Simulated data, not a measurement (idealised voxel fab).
process module | voxel lift off
cross-section cut | 165 nm wide | cells 5 nm
A cross-section is a grid of square cells, given in bands from the top down. A band is one or more rows of cells.
Each band's line starts with the height of the band's top and of its bottom, in nm. Then come its materials from left to right, each with its width in nm. One material with "throughout" fills the band from edge to edge. "air" is empty space.
Height 0 is the level under which the wafer as received is all one material. The lowest band goes on downwards, as in "0 down".
A width such as "30 to 40" changes by the same amount from each row of cells to the next, from the band's top row to its bottom row.
"no change" after a step means that no cell of the cross-section changed.
closed voids: empty space of 8 cells or more with no open way to the top, each as width x height at its distance from the left edge, in nm
after a step's settings: what the simulator itself notes on the step
overlay nm, on a step with a mask: how far to the right of its planned place the mask lay; to the left if negative
plan
1 op RECEIVE | material Si
2 op CONFORMAL_DEP | material SiO2 | thk nm 15
3 op PATTERN | tone open | mask id LINES | material resist | width nm 30 | pitch nm 45 | thk nm 25 | overlay nm 0
4 op DIRECTIONAL_DEP | material Ru | thk nm 10
5 op STRIP | etch materials resist
6 op CONFORMAL_DEP | material SiO2 | thk nm 10
as received, after step 1
  0 down: Si throughout
  closed voids: none
a wafer at the end: this start, this plan, one mistake
  35 to 25: air 10 | SiO2 140 | air 15
  25 to 0: SiO2 throughout
  0 down: Si throughout
  closed voids: none
what went wrong: step 4 ran as: op DIRECTIONAL_DEP | material SiO2 | thk nm 10
